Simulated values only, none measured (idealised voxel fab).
process module | voxel transistor to metal
The cross-section shown here is cut; it is 265 nm wide and divided into square cells measuring 5 nm on a side.
When this document writes out a cross-section, it uses a grid of square cells and lists it as bands, beginning at the top and moving down, with a band standing for one or more rows of cells. The entry gives the band's vertical extent as a top height and a bottom height in nm, then its horizontal make-up as materials from left to right, each with a width in nm. "blank" stands for empty space; a single material marked "edge to edge" fills the band edge to edge. Beneath 0, the wafer as received is one material, and that level is where height counting begins. The lowest band goes on downward without a bottom; it is written like "z 0 and below". When a width is written as two numbers, as in "30..40", the first number is the width in the top row of cells of the band and the second is the width in its bottom row, and the width changes by the same amount from each row to the next. Any step labelled "no alteration" changed none of the cells in the cross-section. Voids not open to the top, 8 cells minimum: see "Voids, sealed". Written width x height at distance; distance is from the left edge; nm. That trailing text on a step's line, after the settings, is the simulator's own remark on the step. overlay nm: on a step with a mask, how far right of its planned place the mask lay; negative means left.

**Steps in the process plan**
- 1: RECEIVE [material Si]
- 2: OXIDIZE [depth nm 5]
- 3: CONFORMAL_DEP [material SiN] [thk nm 15]
- 4: PATTERN [tone cover] [mask id ACTIVE] [material resist] [width nm 105] [pitch nm 130] [thk nm 20] [overlay nm 0]
- 5: DIRECTIONAL_ETCH [etch materials SiN] [depth nm 15]
- 6: DIRECTIONAL_ETCH [etch materials SiO2] [depth nm 5]
- 7: DIRECTIONAL_ETCH [etch materials Si] [depth nm 25]
- 8: STRIP [etch materials resist]
- 9: OXIDIZE [depth nm 5]
- 10: FILL_DEP [material SiO2] [thk nm 15]
- 11: CMP [height nm 15]
- 12: SELECTIVE_ETCH [etch materials SiO2] [depth nm 10]
- 13: STRIP [etch materials SiN]
- 14: SELECTIVE_ETCH [etch materials SiO2] [depth nm 5]
- 15: OXIDIZE [depth nm 5]
- 16: DIRECTIONAL_DEP [material polySi] [thk nm 25]
- 17: DIRECTIONAL_DEP [material SiCN] [thk nm 10]
- 18: MASKED_ETCH [tone cover] [mask id GATE] [width nm 25] [pitch nm 130] [etch materials SiCN] [depth nm 20] [overlay nm 0]
- 19: MASKED_ETCH [tone cover] [mask id GATE] [width nm 25] [pitch nm 130] [etch materials polySi] [depth nm 35] [overlay nm 0]
- 20: CONFORMAL_DEP [material SiN] [thk nm 5]
- 21: DIRECTIONAL_ETCH [etch materials SiN] [depth nm 5]
- 22: DIRECTIONAL_ETCH [etch materials SiO2] [depth nm 5]
- 23: EPI [material nSi] [thk nm 5]
- 24: FILL_DEP [material SiO2] [thk nm 5]
- 25: CMP [height nm 30]
- 26: DIRECTIONAL_DEP [material SiO2] [thk nm 10]
- 27: MASKED_ETCH [tone open] [mask id CONTACT] [width nm 15] [etch materials SiO2] [depth nm 45] [overlay nm 0]
- 28: CONFORMAL_DEP [material TiN] [thk nm 5]
- 29: FILL_DEP [material Ru] [thk nm 10]
- 30: CMP [height nm 40]
- 31: CONFORMAL_DEP [material SiN] [thk nm 5]
- 32: DIRECTIONAL_DEP [material SiO2] [thk nm 25]
- 33: MASKED_ETCH [tone open] [mask id METAL_1] [width nm 15] [etch materials SiO2] [depth nm 25] [overlay nm 0]
- 34: MASKED_ETCH [tone open] [mask id METAL_1] [width nm 15] [etch materials SiN] [depth nm 5] [overlay nm 0]
- 35: CONFORMAL_DEP [material TiN] [thk nm 5]
- 36: FILL_DEP [material Ru] [thk nm 10]
- 37: CMP [height nm 70]
- 38: EPI [material Ru] [thk nm 5]
- 39: FILL_DEP [material SiCN] [thk nm 5]

**Shown in cross-section is the wafer as received, that is, as it stands after step 1**
  z 0 and below | Si edge to edge
  Voids, sealed: none

**Cross-sectional image of the first of two wafers at the end of the module, the run having proceeded as planned**
  z 80 to 75 | SiCN edge to edge
  z 75 to 70 | SiCN: 20 / Ru: 25 / SiCN: 45 / Ru: 25 / SiCN: 35 / Ru: 25 / SiCN: 45 / Ru: 25 / SiCN: 20
  z 70 to 45 | SiO2: 25 / TiN: 5 / Ru: 5 / TiN: 5 / SiO2: 55 / TiN: 5 / Ru: 5 / TiN: 5 / SiO2: 45 / TiN: 5 / Ru: 5 / TiN: 5 / SiO2: 55 / TiN: 5 / Ru: 5 / TiN: 5 / SiO2: 25
  z 45 to 40 | SiN: 25 / TiN: 15 / SiN: 55 / TiN: 15 / SiN: 45 / TiN: 15 / SiN: 55 / TiN: 15 / SiN: 25
  z 40 to 30 | SiO2: 25 / TiN: 5 / Ru: 5 / TiN: 5 / SiO2: 55 / TiN: 5 / Ru: 5 / TiN: 5 / SiO2: 45 / TiN: 5 / Ru: 5 / TiN: 5 / SiO2: 55 / TiN: 5 / Ru: 5 / TiN: 5 / SiO2: 25
  z 30 to 20 | SiO2: 25 / TiN: 5 / Ru: 5 / TiN: 5 / SiO2: 10 / SiN: 5 / SiCN: 25 / SiN: 5 / SiO2: 10 / TiN: 5 / Ru: 5 / TiN: 5 / SiO2: 45 / TiN: 5 / Ru: 5 / TiN: 5 / SiO2: 10 / SiN: 5 / SiCN: 25 / SiN: 5 / SiO2: 10 / TiN: 5 / Ru: 5 / TiN: 5 / SiO2: 25
  z 20 to 0 | SiO2: 25 / TiN: 5 / Ru: 5 / TiN: 5 / SiO2: 10 / SiN: 5 / polySi: 25 / SiN: 5 / SiO2: 10 / TiN: 5 / Ru: 5 / TiN: 5 / SiO2: 45 / TiN: 5 / Ru: 5 / TiN: 5 / SiO2: 10 / SiN: 5 / polySi: 25 / SiN: 5 / SiO2: 10 / TiN: 5 / Ru: 5 / TiN: 5 / SiO2: 25
  z 0 to -5 | SiO2: 10 / SiN: 5 / SiO2: 10 / TiN: 15 / SiO2: 10 / SiN: 5 / polySi: 25 / SiN: 5 / SiO2: 10 / TiN: 15 / SiO2: 10 / SiN: 5 / SiO2: 15 / SiN: 5 / SiO2: 10 / TiN: 15 / SiO2: 10 / SiN: 5 / polySi: 25 / SiN: 5 / SiO2: 10 / TiN: 15 / SiO2: 10 / SiN: 5 / SiO2: 10
  z -5 to -10 | SiO2: 15 / nSi: 35 / SiO2: 35 / nSi: 35 / SiO2: 25 / nSi: 35 / SiO2: 35 / nSi: 35 / SiO2: 15
  z -10 to -35 | SiO2: 20 / Si: 95 / SiO2: 35 / Si: 95 / SiO2: 20
  z -35 and below | Si edge to edge
  Voids, sealed: none

**Here's the second of our two wafers sectioned at module end. Same start as the first, same plan, but one mistake got made running it**
  z 80 to 75 | SiCN edge to edge
  z 75 to 70 | SiCN: 20 / Ru: 25 / SiCN: 45 / Ru: 25 / SiCN: 35 / Ru: 25 / SiCN: 45 / Ru: 25 / SiCN: 20
  z 70 to 65 | SiN: 25 / TiN: 15 / SiN: 55 / TiN: 15 / SiN: 45 / TiN: 15 / SiN: 55 / TiN: 15 / SiN: 25
  z 65 to 40 | SiO2 edge to edge
  z 40 to 30 | SiO2: 25 / TiN: 5 / Ru: 5 / TiN: 5 / SiO2: 55 / TiN: 5 / Ru: 5 / TiN: 5 / SiO2: 45 / TiN: 5 / Ru: 5 / TiN: 5 / SiO2: 55 / TiN: 5 / Ru: 5 / TiN: 5 / SiO2: 25
  z 30 to 20 | SiO2: 25 / TiN: 5 / Ru: 5 / TiN: 5 / SiO2: 10 / SiN: 5 / SiCN: 25 / SiN: 5 / SiO2: 10 / TiN: 5 / Ru: 5 / TiN: 5 / SiO2: 45 / TiN: 5 / Ru: 5 / TiN: 5 / SiO2: 10 / SiN: 5 / SiCN: 25 / SiN: 5 / SiO2: 10 / TiN: 5 / Ru: 5 / TiN: 5 / SiO2: 25
  z 20 to 0 | SiO2: 25 / TiN: 5 / Ru: 5 / TiN: 5 / SiO2: 10 / SiN: 5 / polySi: 25 / SiN: 5 / SiO2: 10 / TiN: 5 / Ru: 5 / TiN: 5 / SiO2: 45 / TiN: 5 / Ru: 5 / TiN: 5 / SiO2: 10 / SiN: 5 / polySi: 25 / SiN: 5 / SiO2: 10 / TiN: 5 / Ru: 5 / TiN: 5 / SiO2: 25
  z 0 to -5 | SiO2: 10 / SiN: 5 / SiO2: 10 / TiN: 15 / SiO2: 10 / SiN: 5 / polySi: 25 / SiN: 5 / SiO2: 10 / TiN: 15 / SiO2: 10 / SiN: 5 / SiO2: 15 / SiN: 5 / SiO2: 10 / TiN: 15 / SiO2: 10 / SiN: 5 / polySi: 25 / SiN: 5 / SiO2: 10 / TiN: 15 / SiO2: 10 / SiN: 5 / SiO2: 10
  z -5 to -10 | SiO2: 15 / nSi: 35 / SiO2: 35 / nSi: 35 / SiO2: 25 / nSi: 35 / SiO2: 35 / nSi: 35 / SiO2: 15
  z -10 to -35 | SiO2: 20 / Si: 95 / SiO2: 35 / Si: 95 / SiO2: 20
  z -35 and below | Si edge to edge
  Voids, sealed: none
Run error: steps 31 and 32: order swapped relative to plan
End of process, cell counts, second wafer against first, materials with more or fewer: Ru -20, SiO2 +60, TiN -40
